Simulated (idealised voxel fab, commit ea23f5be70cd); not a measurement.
Process module, titled voxel ribs on slabs
The width of the displayed cross-section, cut, is 200 nm; its cells are square, with a size of 5 nm.
Cross-section spec: square-cell grid; bands listed top down; each band is one or more rows. Band: top and bottom heights (nm) first, top before bottom; then materials from left to right, widths in nm. "everywhere" marks a sole material filling the band edge to edge. "air" denotes empty space. Ref level 0: as-received wafer is one material below here. Bottom band extends down with no lower bound ("top 0, no bottom"). The width entry "30 to 40" should be interpreted row by row: the top row of cells in the band takes the first number, the bottom row takes the second number, and the change between adjacent rows is uniform throughout. Take "remained the same" at face value: in the step it is given for, the cross-section changed in none of its cells. The entry titled "Listed closed voids" provides the empty spaces that have no open way to the top, restricted to those of 8 cells or more. Each is presented as width x height at distance, the distance being measured from the left edge, with all three in nm. Post-settings text on a step line: simulator's own remark regarding the step. "overlay nm" on a masked step: distance the mask lay right of its planned place, negative for left.

Here's what the planned process steps look like
1) RECEIVE [material Si]
2) DIRECTIONAL_DEP [material SiO2] [thk nm 20]
3) DIRECTIONAL_DEP [material SiN] [thk nm 20]
4) DIRECTIONAL_DEP [material aC] [thk nm 10]
5) PATTERN [tone cover] [mask id RIB] [material resist] [width nm 20] [thk nm 25] [overlay nm 0]
6) DIRECTIONAL_ETCH [etch materials aC] [depth nm 10]
7) STRIP [etch materials resist]
8) DIRECTIONAL_ETCH [etch materials SiN] [depth nm 10]
9) STRIP [etch materials aC]
10) DIRECTIONAL_DEP [material aC] [thk nm 15]
11) PATTERN [tone cover] [mask id SLAB] [material resist] [width nm 50] [thk nm 30] [overlay nm 0]
12) DIRECTIONAL_ETCH [etch materials aC] [depth nm 15]
13) STRIP [etch materials resist]
14) DIRECTIONAL_ETCH [etch materials SiN] [depth nm 10]
15) STRIP [etch materials aC]
16) FILL_DEP [material SiO2] [thk nm 30]
17) CMP [height nm 60]
18) DIRECTIONAL_DEP [material TiN] [thk nm 5]
19) MASKED_ETCH [tone cover] [mask id HEATER] [width nm 30] [etch materials TiN] [depth nm 5] [overlay nm 0]
20) CONFORMAL_DEP [material SiN] [thk nm 5]

So, the first of our two wafers, run just as we planned it

As received (post step 1): cross-section
> top 0, no bottom: Si everywhere
> Listed closed voids: none

Wafer after step 2 (cross-section)
> top 20, bottom 0: SiO2 everywhere
> Everything below 0 is unchanged.

Wafer after step 3 (cross-section)
> top 40, bottom 20: SiN everywhere
> Everything below 20 is unchanged.

Wafer after step 4 (cross-section)
> top 50, bottom 40: aC everywhere
> Everything below 40 is unchanged.

Wafer after step 5 (cross-section)
> top 75, bottom 50: 90 of air / 20 of resist / 90 of air
> Everything below 50 is unchanged.

Wafer after step 6 (cross-section)
> top 65, bottom 50: 90 of air / 20 of resist / 90 of air
> top 50, bottom 40: 90 of air / 20 of aC / 90 of air
> Everything below 40 is unchanged.

Wafer after step 7 (cross-section)
> top 50, bottom 40: 90 of air / 20 of aC / 90 of air
> Everything below 40 is unchanged.

Wafer after step 8 (cross-section)
> top 50, bottom 40: 90 of air / 20 of aC / 90 of air
> top 40, bottom 30: 90 of air / 20 of SiN / 90 of air
> Everything below 30 is unchanged.

Wafer after step 9 (cross-section)
> top 40, bottom 30: 90 of air / 20 of SiN / 90 of air
> Everything below 30 is unchanged.

Wafer after step 10 (cross-section)
> top 55, bottom 45: 90 of air / 20 of aC / 90 of air
> top 45, bottom 40: aC everywhere
> top 40, bottom 30: 90 of aC / 20 of SiN / 90 of aC
> Everything below 30 is unchanged.

Wafer after step 11 (cross-section)
> top 85, bottom 55: 75 of air / 50 of resist / 75 of air
> top 55, bottom 45: 75 of air / 15 of resist / 20 of aC / 15 of resist / 75 of air
> Everything below 45 is unchanged.

Wafer after step 12 (cross-section)
> top 70, bottom 55: 75 of air / 50 of resist / 75 of air
> top 55, bottom 45: 75 of air / 15 of resist / 20 of aC / 15 of resist / 75 of air
> top 45, bottom 40: 75 of air / 50 of aC / 75 of air
> top 40, bottom 30: 75 of air / 15 of aC / 20 of SiN / 15 of aC / 75 of air
> Everything below 30 is unchanged.

Wafer after step 13 (cross-section)
> top 55, bottom 45: 90 of air / 20 of aC / 90 of air
> Everything below 45 is unchanged.

Wafer after step 14 (cross-section)
> top 55, bottom 45: 90 of air / 20 of aC / 90 of air
> top 45, bottom 40: 75 of air / 50 of aC / 75 of air
> top 40, bottom 30: 75 of air / 15 of aC / 20 of SiN / 15 of aC / 75 of air
> top 30, bottom 20: 75 of air / 50 of SiN / 75 of air
> Everything below 20 is unchanged.

Wafer after step 15 (cross-section)
> top 40, bottom 30: 90 of air / 20 of SiN / 90 of air
> Everything below 30 is unchanged.

Wafer after step 16 (cross-section)
> top 70, bottom 40: SiO2 everywhere
> top 40, bottom 30: 90 of SiO2 / 20 of SiN / 90 of SiO2
> top 30, bottom 20: 75 of SiO2 / 50 of SiN / 75 of SiO2
> Everything below 20 is unchanged.

Wafer after step 17 (cross-section)
> top 60, bottom 40: SiO2 everywhere
> Everything below 40 is unchanged.

Wafer after step 18 (cross-section)
> top 65, bottom 60: TiN everywhere
> Everything below 60 is unchanged.

Wafer after step 19 (cross-section)
> top 65, bottom 60: 85 of air / 30 of TiN / 85 of air
> Everything below 60 is unchanged.

Wafer after step 20 (cross-section)
> top 70, bottom 65: 80 of air / 40 of SiN / 80 of air
> top 65, bottom 60: 85 of SiN / 30 of TiN / 85 of SiN
> Everything below 60 is unchanged.

Wafer two: like wafer one in start and plan, but with one mistake in execution; identical up to and including step 2

Here is the second wafer in cross-section at the point where step 3 of the plan should have been done
> top 60, bottom 20: SiN everywhere
> Everything below 20 is unchanged.

Here is the second wafer in cross-section at the point where step 4 of the plan should have been done
> top 70, bottom 60: aC everywhere
> Everything below 60 is unchanged.

Here is the second wafer in cross-section at the point where step 5 of the plan should have been done
> top 95, bottom 70: 90 of air / 20 of resist / 90 of air
> Everything below 70 is unchanged.

Here is the second wafer in cross-section at the point where step 6 of the plan should have been done
> top 85, bottom 70: 90 of air / 20 of resist / 90 of air
> top 70, bottom 60: 90 of air / 20 of aC / 90 of air
> Everything below 60 is unchanged.

Here is the second wafer in cross-section at the point where step 7 of the plan should have been done
> top 70, bottom 60: 90 of air / 20 of aC / 90 of air
> Everything below 60 is unchanged.

Here is the second wafer in cross-section at the point where step 8 of the plan should have been done
> top 70, bottom 60: 90 of air / 20 of aC / 90 of air
> top 60, bottom 50: 90 of air / 20 of SiN / 90 of air
> Everything below 50 is unchanged.

Here is the second wafer in cross-section at the point where step 9 of the plan should have been done
> top 60, bottom 50: 90 of air / 20 of SiN / 90 of air
> Everything below 50 is unchanged.

Here is the second wafer in cross-section at the point where step 10 of the plan should have been done
> top 75, bottom 65: 90 of air / 20 of aC / 90 of air
> top 65, bottom 60: aC everywhere
> top 60, bottom 50: 90 of aC / 20 of SiN / 90 of aC
> Everything below 50 is unchanged.

Here is the second wafer in cross-section at the point where step 11 of the plan should have been done
> top 105, bottom 75: 75 of air / 50 of resist / 75 of air
> top 75, bottom 65: 75 of air / 15 of resist / 20 of aC / 15 of resist / 75 of air
> Everything below 65 is unchanged.

Here is the second wafer in cross-section at the point where step 12 of the plan should have been done
> top 90, bottom 75: 75 of air / 50 of resist / 75 of air
> top 75, bottom 65: 75 of air / 15 of resist / 20 of aC / 15 of resist / 75 of air
> top 65, bottom 60: 75 of air / 50 of aC / 75 of air
> top 60, bottom 50: 75 of air / 15 of aC / 20 of SiN / 15 of aC / 75 of air
> Everything below 50 is unchanged.

Here is the second wafer in cross-section at the point where step 13 of the plan should have been done
> top 75, bottom 65: 90 of air / 20 of aC / 90 of air
> Everything below 65 is unchanged.

Here is the second wafer in cross-section at the point where step 14 of the plan should have been done
> top 75, bottom 65: 90 of air / 20 of aC / 90 of air
> top 65, bottom 60: 75 of air / 50 of aC / 75 of air
> top 60, bottom 50: 75 of air / 15 of aC / 20 of SiN / 15 of aC / 75 of air
> top 50, bottom 40: 75 of air / 50 of SiN / 75 of air
> Everything below 40 is unchanged.

Here is the second wafer in cross-section at the point where step 15 of the plan should have been done
> top 60, bottom 50: 90 of air / 20 of SiN / 90 of air
> Everything below 50 is unchanged.

Here is the second wafer in cross-section at the point where step 16 of the plan should have been done
> top 90, bottom 60: SiO2 everywhere
> top 60, bottom 50: 90 of SiO2 / 20 of SiN / 90 of SiO2
> top 50, bottom 40: 75 of SiO2 / 50 of SiN / 75 of SiO2
> Everything below 40 is unchanged.

Here is the second wafer in cross-section at the point where step 17 of the plan should have been done
> top 60, bottom 50: 90 of SiO2 / 20 of SiN / 90 of SiO2
> Everything below 50 is unchanged.

Here is the second wafer in cross-section at the point where step 18 of the plan should have been done
> top 65, bottom 60: TiN everywhere
> Everything below 60 is unchanged.

Here is the second wafer in cross-section at the point where step 19 of the plan should have been done
> top 65, bottom 60: 85 of air / 30 of TiN / 85 of air
> Everything below 60 is unchanged.

Here is the second wafer in cross-section at the point where step 20 of the plan should have been done
> top 70, bottom 65: 80 of air / 40 of SiN / 80 of air
> top 65, bottom 60: 85 of SiN / 30 of TiN / 85 of SiN
> Everything below 60 is unchanged.
Heads up, the wafer didn't run the way we planned it: twice over, step 3 of the plan was run
The final cell counts differ between the wafers, with the second having more or fewer of some materials than the first: SiN +160 | SiO2 -160
